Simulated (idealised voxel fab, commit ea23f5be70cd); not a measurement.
This section sets out a process module, namely voxel transistor to metal.
Cross-section cut spans 155 nm and uses square cells 5 nm in size.
Throughout this document, each cross-section is represented as a grid of square cells and is presented as a sequence of bands enumerated from the top downward, where a band comprises one or more rows of cells.
It is stipulated that each band's entry specify, in nanometres, the height of the top of the band and then that of its bottom, followed by the materials of the band in left-to-right sequence, each together with its width in nanometres. A single material marked by the word "full width" is understood to fill the band from edge to edge; the word "air" is understood to denote empty space.
All heights in this document are referenced to 0, defined as the level beneath which the wafer, as received, consists entirely of one material. The lowest band is not bounded below; it extends indefinitely downward and is written in the form "0 nm and below".
A width such as "30 to 40" changes by the same amount from each row of cells to the next, from the band's top row to its bottom row.
A step reported as "nothing changed" is a step in which no cell of the cross-section changed.
Any empty space of 8 cells or more lacking an open way to the top shows up in "Catalogued sealed voids" as width x height at distance, distance from the left edge, in nm.
On each step's line, the part that comes after the settings is the simulator's own comment on the step.
overlay nm: step with mask; distance mask lay right of planned place; negative value = left of planned place.
The planned process steps are enumerated hereunder
1. RECEIVE | material Si
2. OXIDIZE | depth nm 5
3. CONFORMAL_DEP | material SiN | thk nm 10
4. MASKED_ETCH | tone cover | mask id ACTIVE | width nm 105 | etch materials SiN | depth nm 10 | overlay nm 0
5. MASKED_ETCH | tone cover | mask id ACTIVE | width nm 105 | etch materials SiO2 | depth nm 5 | overlay nm 0
6. MASKED_ETCH | tone cover | mask id ACTIVE | width nm 105 | etch materials Si | depth nm 25 | overlay nm 0
7. OXIDIZE | depth nm 5
8. FILL_DEP | material SiO2 | thk nm 5
9. CMP | height nm 10
10. SELECTIVE_ETCH | etch materials SiO2 | depth nm 10
11. STRIP | etch materials SiN
12. SELECTIVE_ETCH | etch materials SiO2 | depth nm 5
13. OXIDIZE | depth nm 5
14. DIRECTIONAL_DEP | material polySi | thk nm 30
15. DIRECTIONAL_DEP | material SiCN | thk nm 15
16. DIRECTIONAL_DEP | material aC | thk nm 15
17. PATTERN | tone cover | mask id GATE | material resist | width nm 25 | thk nm 30 | overlay nm 0
18. DIRECTIONAL_ETCH | etch materials aC | depth nm 15
19. STRIP | etch materials resist
20. DIRECTIONAL_ETCH | etch materials SiCN | depth nm 25
21. DIRECTIONAL_ETCH | etch materials polySi | depth nm 40
22. STRIP | etch materials aC
23. CONFORMAL_DEP | material SiO2 | thk nm 5
24. DIRECTIONAL_ETCH | etch materials SiO2 | depth nm 5
25. CONFORMAL_DEP | material SiN | thk nm 5
26. DIRECTIONAL_ETCH | etch materials SiN | depth nm 5
27. DIRECTIONAL_ETCH | etch materials SiO2 | depth nm 5
28. EPI | material nSi | thk nm 5
29. FILL_DEP | material SiO2 | thk nm 10
30. CMP | height nm 25
31. STRIP | etch materials polySi
32. SELECTIVE_ETCH | etch materials SiO2 | depth nm 5
33. CONFORMAL_DEP | material HfO2 | thk nm 5
34. CONFORMAL_DEP | material TiN | thk nm 5
35. FILL_DEP | material W | thk nm 5
36. CMP | height nm 20
37. DIRECTIONAL_DEP | material SiO2 | thk nm 15
38. DIRECTIONAL_DEP | material aC | thk nm 15
39. PATTERN | tone open | mask id CONTACT | material resist | width nm 20 | pitch nm 75 | thk nm 35 | overlay nm 0
40. DIRECTIONAL_ETCH | etch materials aC | depth nm 15
41. STRIP | etch materials resist
42. DIRECTIONAL_ETCH | etch materials SiO2 | depth nm 40
43. STRIP | etch materials aC
44. CONFORMAL_DEP | material TiN | thk nm 5
45. FILL_DEP | material W | thk nm 5
46. CMP | height nm 35
47. CONFORMAL_DEP | material SiCN | thk nm 5
48. DIRECTIONAL_DEP | material lowk | thk nm 25
49. PATTERN | tone open | mask id METAL_1 | material resist | width nm 20 | pitch nm 75 | thk nm 20 | overlay nm 0
50. DIRECTIONAL_ETCH | etch materials lowk | depth nm 25
51. DIRECTIONAL_ETCH | etch materials SiCN | depth nm 5
52. STRIP | etch materials resist
53. CONFORMAL_DEP | material TiN | thk nm 5
54. FILL_DEP | material Ru | thk nm 5
55. CMP | height nm 65
56. EPI | material Ru | thk nm 5
57. FILL_DEP | material SiCN | thk nm 5
58. DIRECTIONAL_DEP | material SiO2 | thk nm 30
59. PATTERN | tone open | mask id METAL_2_HOLES | material resist | width nm 15 | pitch nm 75 | thk nm 15 | overlay nm 0
60. DIRECTIONAL_ETCH | etch materials SiO2 | depth nm 30
61. STRIP | etch materials resist
62. DIRECTIONAL_DEP | material aC | thk nm 10
63. PATTERN | tone open | mask id METAL_2 | material resist | width nm 20 | pitch nm 75 | thk nm 25 | overlay nm 0
64. DIRECTIONAL_ETCH | etch materials aC | depth nm 10
65. STRIP | etch materials resist
66. DIRECTIONAL_ETCH | etch materials SiO2 | depth nm 15
67. DIRECTIONAL_ETCH | etch materials SiCN | depth nm 5
68. STRIP | etch materials aC
69. CONFORMAL_DEP | material TiN | thk nm 5
70. FILL_DEP | material Cu | thk nm 10
71. CMP | height nm 105
72. CONFORMAL_DEP | material SiCN | thk nm 5
The thk nm used in step 72 is not the same on every wafer, whereas the starting condition is; the value printed in the plan is the first wafer's.
As received, i.e. after step 1: cross-section through the first of several wafers
> 0 nm and below: Si full width
> Catalogued sealed voids: none
Post step 72, the closing step of the module: first of several wafers, cross-sectioned
> 110 nm to 105 nm: SiCN full width
> 105 nm to 95 nm: 30 nm SiO2; 5 nm TiN; 10 nm Cu; 5 nm TiN; 55 nm SiO2; 5 nm TiN; 10 nm Cu; 5 nm TiN; 30 nm SiO2
> 95 nm to 90 nm: 30 nm SiO2; 5 nm TiN; 5 nm Cu; 10 nm TiN; 55 nm SiO2; 5 nm TiN; 5 nm Cu; 10 nm TiN; 30 nm SiO2
> 90 nm to 75 nm: 30 nm SiO2; 5 nm TiN; 5 nm Cu; 5 nm TiN; 60 nm SiO2; 5 nm TiN; 5 nm Cu; 5 nm TiN; 35 nm SiO2
> 75 nm to 70 nm: 30 nm SiCN; 15 nm TiN; 60 nm SiCN; 15 nm TiN; 35 nm SiCN
> 70 nm to 65 nm: 25 nm SiCN; 30 nm Ru; 45 nm SiCN; 30 nm Ru; 25 nm SiCN
> 65 nm to 40 nm: 30 nm lowk; 5 nm TiN; 10 nm Ru; 5 nm TiN; 55 nm lowk; 5 nm TiN; 10 nm Ru; 5 nm TiN; 30 nm lowk
> 40 nm to 35 nm: 30 nm SiCN; 20 nm TiN; 55 nm SiCN; 20 nm TiN; 30 nm SiCN
> 35 nm to 20 nm: 30 nm SiO2; 5 nm TiN; 10 nm W; 5 nm TiN; 55 nm SiO2; 5 nm TiN; 10 nm W; 5 nm TiN; 30 nm SiO2
> 20 nm to 0 nm: 30 nm SiO2; 5 nm TiN; 10 nm W; 5 nm TiN; 5 nm SiO2; 5 nm SiN; 5 nm HfO2; 5 nm TiN; 15 nm W; 5 nm TiN; 5 nm HfO2; 5 nm SiN; 5 nm SiO2; 5 nm TiN; 10 nm W; 5 nm TiN; 30 nm SiO2
> 0 nm to -5 nm: 30 nm SiO2; 20 nm TiN; 5 nm SiO2; 5 nm SiN; 5 nm HfO2; 25 nm TiN; 5 nm HfO2; 5 nm SiN; 5 nm SiO2; 20 nm TiN; 30 nm SiO2
> -5 nm to -10 nm: 25 nm SiO2; 30 nm nSi; 5 nm SiO2; 35 nm HfO2; 5 nm SiO2; 30 nm nSi; 25 nm SiO2
> -10 nm to -35 nm: 30 nm SiO2; 95 nm Si; 30 nm SiO2
> -35 nm and below: Si full width
> Catalogued sealed voids: none
Showing the last wafer in cross-section at the end of the module
> 125 nm to 105 nm: SiCN full width
> 105 nm to 95 nm: 30 nm SiO2; 5 nm TiN; 10 nm Cu; 5 nm TiN; 55 nm SiO2; 5 nm TiN; 10 nm Cu; 5 nm TiN; 30 nm SiO2
> 95 nm to 90 nm: 30 nm SiO2; 5 nm TiN; 5 nm Cu; 10 nm TiN; 55 nm SiO2; 5 nm TiN; 5 nm Cu; 10 nm TiN; 30 nm SiO2
> 90 nm to 75 nm: 30 nm SiO2; 5 nm TiN; 5 nm Cu; 5 nm TiN; 60 nm SiO2; 5 nm TiN; 5 nm Cu; 5 nm TiN; 35 nm SiO2
> 75 nm to 70 nm: 30 nm SiCN; 15 nm TiN; 60 nm SiCN; 15 nm TiN; 35 nm SiCN
> 70 nm to 65 nm: 25 nm SiCN; 30 nm Ru; 45 nm SiCN; 30 nm Ru; 25 nm SiCN
> 65 nm to 40 nm: 30 nm lowk; 5 nm TiN; 10 nm Ru; 5 nm TiN; 55 nm lowk; 5 nm TiN; 10 nm Ru; 5 nm TiN; 30 nm lowk
> 40 nm to 35 nm: 30 nm SiCN; 20 nm TiN; 55 nm SiCN; 20 nm TiN; 30 nm SiCN
> 35 nm to 20 nm: 30 nm SiO2; 5 nm TiN; 10 nm W; 5 nm TiN; 55 nm SiO2; 5 nm TiN; 10 nm W; 5 nm TiN; 30 nm SiO2
> 20 nm to 0 nm: 30 nm SiO2; 5 nm TiN; 10 nm W; 5 nm TiN; 5 nm SiO2; 5 nm SiN; 5 nm HfO2; 5 nm TiN; 15 nm W; 5 nm TiN; 5 nm HfO2; 5 nm SiN; 5 nm SiO2; 5 nm TiN; 10 nm W; 5 nm TiN; 30 nm SiO2
> 0 nm to -5 nm: 30 nm SiO2; 20 nm TiN; 5 nm SiO2; 5 nm SiN; 5 nm HfO2; 25 nm TiN; 5 nm HfO2; 5 nm SiN; 5 nm SiO2; 20 nm TiN; 30 nm SiO2
> -5 nm to -10 nm: 25 nm SiO2; 30 nm nSi; 5 nm SiO2; 35 nm HfO2; 5 nm SiO2; 30 nm nSi; 25 nm SiO2
> -10 nm to -35 nm: 30 nm SiO2; 95 nm Si; 30 nm SiO2
> -35 nm and below: Si full width
> Catalogued sealed voids: none
What follows is a table in which each wafer occupies a row; for the wafer as it stands at the close of the module, the row states, material by material, how many cells have been gained (+) or lost (-) since receipt, and then gives its closed voids
thk nm 5; +16 Cu; +17 HfO2; +32 Ru; -122 Si; +98 SiCN; +10 SiN; +355 SiO2; +109 TiN; +40 W; +115 lowk; +12 nSi; Catalogued sealed voids: none
thk nm 10; +16 Cu; +17 HfO2; +32 Ru; -122 Si; +129 SiCN; +10 SiN; +355 SiO2; +109 TiN; +40 W; +115 lowk; +12 nSi; Catalogued sealed voids: none
thk nm 15; +16 Cu; +17 HfO2; +32 Ru; -122 Si; +160 SiCN; +10 SiN; +355 SiO2; +109 TiN; +40 W; +115 lowk; +12 nSi; Catalogued sealed voids: none
thk nm 20; +16 Cu; +17 HfO2; +32 Ru; -122 Si; +191 SiCN; +10 SiN; +355 SiO2; +109 TiN; +40 W; +115 lowk; +12 nSi; Catalogued sealed voids: none
